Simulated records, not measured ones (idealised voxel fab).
Process module name: voxel fin reveal
The cross-section shown here is cut; it is 245 nm wide and divided into square cells measuring 5 nm on a side.
In this document a cross-section is written as a grid of square cells. It is given as a series of bands, listed from the top down, and a band is one or more rows of cells.
Top height, bottom height, nm. Materials left to right, width each, nm. Single material + "full width" = fills band edge to edge. "blank" = empty.
Convention: height 0 is the level below which the wafer, as received, is all one material. The lowest band does not terminate at the bottom but continues downward, represented as "z 0 and below".
Top row gets the first number, bottom row gets the second, and each row in between changes by the same step: that is how a band width like "30..40" works.
For the purposes of this document, the phrase "changes: none" attached to a step denotes that no cell within the cross-section was modified by that step.
"Completely enclosed voids": empty spaces of 8 cells or more with no open way to the top, each given as width x height at distance, distance from the left edge, all in nm.
Read whatever lies past the settings on a step's line as the simulator's own remark about the step.
Each step line may optionally specify "overlay nm", which for a step with a mask gives the rightward distance between the mask's planned place and where it lay, a negative value indicating the leftward direction.
The steps planned for the process are as follows
1: RECEIVE with material Si
2: CONFORMAL_DEP with material SiN, thk nm 10
3: PATTERN with tone cover, mask id FINS, material resist, width nm 15, pitch nm 45, thk nm 15, overlay nm 0
4: DIRECTIONAL_ETCH with etch materials SiN, depth nm 10
5: DIRECTIONAL_ETCH with etch materials Si, depth nm 35
6: STRIP with etch materials resist
7: OXIDIZE with depth nm 5
8: FILL_DEP with material SiO2, thk nm 5
9: CMP with height nm 10
10: SELECTIVE_ETCH with etch materials SiO2, depth nm 25
11: STRIP with etch materials SiN
12: CONFORMAL_DEP with material SiO2, thk nm 5
Cross-section, incoming material, after step 1
	z 0 and below  Si full width
	Completely enclosed voids: none
Wafer cross-section at module end: first of two, run to plan
	z 5 to 0  blank=45 / SiO2=15 / blank=30 / SiO2=15 / blank=30 / SiO2=15 / blank=30 / SiO2=15 / blank=50
	z 0 to -10  blank=45 / SiO2=5 / Si=5 / SiO2=5 / blank=30 / SiO2=5 / Si=5 / SiO2=5 / blank=30 / SiO2=5 / Si=5 / SiO2=5 / blank=30 / SiO2=5 / Si=5 / SiO2=5 / blank=50
	z -10 to -40  SiO2=50 / Si=5 / SiO2=40 / Si=5 / SiO2=40 / Si=5 / SiO2=40 / Si=5 / SiO2=55
	z -40 and below  Si full width
	Completely enclosed voids: none
End-of-module cross-section of the second wafer: identical starting point and process plan to the first, with one processing mistake
	z 5 to 0  SiO2=45 / blank=15 / SiO2=30 / blank=15 / SiO2=30 / blank=15 / SiO2=30 / blank=15 / SiO2=50
	z 0 to -10  Si=40 / SiO2=5 / blank=15 / SiO2=5 / Si=20 / SiO2=5 / blank=15 / SiO2=5 / Si=20 / SiO2=5 / blank=15 / SiO2=5 / Si=20 / SiO2=5 / blank=15 / SiO2=5 / Si=45
	z -10 to -40  Si=40 / SiO2=25 / Si=20 / SiO2=25 / Si=20 / SiO2=25 / Si=20 / SiO2=25 / Si=45
	z -40 and below  Si full width
	Completely enclosed voids: none
What was done differently from what was planned? step 3, actual vs plan mismatch, actual run PATTERN with tone open, mask id FINS, material resist, width nm 15, pitch nm 45, thk nm 15, overlay nm 0
Final wafer comparison in cells, second versus first, more or fewer per material: Si +200 | SiO2 -125
